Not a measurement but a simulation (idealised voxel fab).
process module | voxel tone inversion
cross-section cut | 225 nm wide | cells 5 nm
A cross-section is a grid of square cells, given in bands from the top down. A band is one or more rows of cells.
Each band's line starts with the height of the band's top and of its bottom, in nm. Then come its materials from left to right, each with its width in nm. One material with "throughout" fills the band from edge to edge. "air" is empty space.
Height 0 is the level under which the wafer as received is all one material. The lowest band goes on downwards, as in "0 down".
A width such as "30 to 40" changes by the same amount from each row of cells to the next, from the band's top row to its bottom row.
"no change" after a step means that no cell of the cross-section changed.
closed voids: empty space of 8 cells or more with no open way to the top, each as width x height at its distance from the left edge, in nm
after a step's settings: what the simulator itself notes on the step
overlay nm, on a step with a mask: how far to the right of its planned place the mask lay; to the left if negative
plan
1 op RECEIVE | material Si
2 op CONFORMAL_DEP | material SiCN | thk nm 5
3 op DIRECTIONAL_DEP | material polySi | thk nm 15
4 op PATTERN | tone cover | mask id POSTS | material resist | width nm 25 | pitch nm 50 | thk nm 20 | overlay nm 0
5 op DIRECTIONAL_ETCH | etch materials polySi | depth nm 15
6 op STRIP | etch materials resist
7 op FILL_DEP | material lowk | thk nm 10
8 op CMP | height nm 20
9 op STRIP | etch materials polySi
as received, after step 1
  0 down: Si throughout
  closed voids: none
a wafer at the end: this start, this plan, one mistake
  20 to 15: SiCN throughout
  15 to 0: polySi throughout
  0 down: Si throughout
  closed voids: none
what went wrong: steps 2 and 3 were swapped
